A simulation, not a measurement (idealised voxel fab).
Documented hereafter: the process module known as voxel air gaps.
Pictured: cross-section cut, 180 nm wide, on a grid of 5 nm square cells.
Bands, listed from the top down, are how a cross-section gets written in this document; the cross-section itself is a grid of square cells, and a band is one or more rows of them.
Heights first: top, then bottom, in nm. Then materials, left to right, each with a width in nm. "edge to edge" on a single material: fills the band edge to edge. "air": empty space.
Height is counted from the level 0, under which the received wafer is composed throughout of one material. The lowest of the bands is not closed at the bottom but continues downward, in the notation "0..down".
Think of "30->40" as a width that walks from the first number to the second as you go down the band, top row to bottom row, taking equal-sized steps from row to row.
"remained the same" after a step means that no cell of the cross-section changed.
If an empty space has no open way to the top and is at least 8 cells in size, "Voids, sealed" lists it, written width x height at distance, where distance is measured from the left edge and every value is in nm.
Read whatever lies past the settings on a step's line as the simulator's own remark about the step.
The setting "overlay nm" may be written on the line of a step. When the step uses a mask, the value reports how far to the right of the planned place the mask lay, and a negative value reports that it lay to the left.

# The process steps that were planned are listed below
- 1: RECEIVE with material Si
- 2: CONFORMAL_DEP with material SiO2, thk nm 10
- 3: CONFORMAL_DEP with material SiN, thk nm 5
- 4: DIRECTIONAL_DEP with material SiO2, thk nm 40
- 5: MASKED_ETCH with tone open, mask id LINES, width nm 25, pitch nm 55, etch materials SiO2, depth nm 40, overlay nm 0
- 6: CONFORMAL_DEP with material TiN, thk nm 5
- 7: FILL_DEP with material Ru, thk nm 10
- 8: CMP with height nm 55
- 9: EPI with material Ru, thk nm 10
- 10: SELECTIVE_ETCH with etch materials SiO2, depth nm 50
- 11: CONFORMAL_DEP with material SiCN, thk nm 5

# As-received state of the wafer in cross-section, equivalent to post-step 1
- 0..down = Si edge to edge
- Voids, sealed: none

# This is how the wafer looks in cross-section once the module is done, given the starting state and plan above and one mistake in carrying the plan out
- 70..65 = SiCN edge to edge
- 65..55 = Ru 30 nm  SiCN 5 nm  Ru 50 nm  SiCN 5 nm  Ru 50 nm  SiCN 5 nm  Ru 35 nm
- 55..50 = Ru 15 nm  TiN 5 nm  SiCN 25 nm  TiN 5 nm  Ru 20 nm  TiN 5 nm  SiCN 25 nm  TiN 5 nm  Ru 20 nm  TiN 5 nm  SiCN 25 nm  TiN 5 nm  Ru 20 nm
- 50..20 = Ru 15 nm  TiN 5 nm  SiCN 5 nm  air 15 nm  SiCN 5 nm  TiN 5 nm  Ru 20 nm  TiN 5 nm  SiCN 5 nm  air 15 nm  SiCN 5 nm  TiN 5 nm  Ru 20 nm  TiN 5 nm  SiCN 5 nm  air 15 nm  SiCN 5 nm  TiN 5 nm  Ru 20 nm
- 20..15 = TiN 20 nm  SiCN 25 nm  TiN 30 nm  SiCN 25 nm  TiN 30 nm  SiCN 25 nm  TiN 25 nm
- 15..10 = SiN edge to edge
- 10..0 = SiO2 edge to edge
- 0..down = Si edge to edge
- Voids, sealed: 15 x 30 at 25; 15 x 30 at 80; 15 x 30 at 135
What was done differently from what was planned? for step 5, the planned setting was not used; the step was instead run as MASKED_ETCH with tone cover, mask id LINES, width nm 25, pitch nm 55, etch materials SiO2, depth nm 40, overlay nm 0
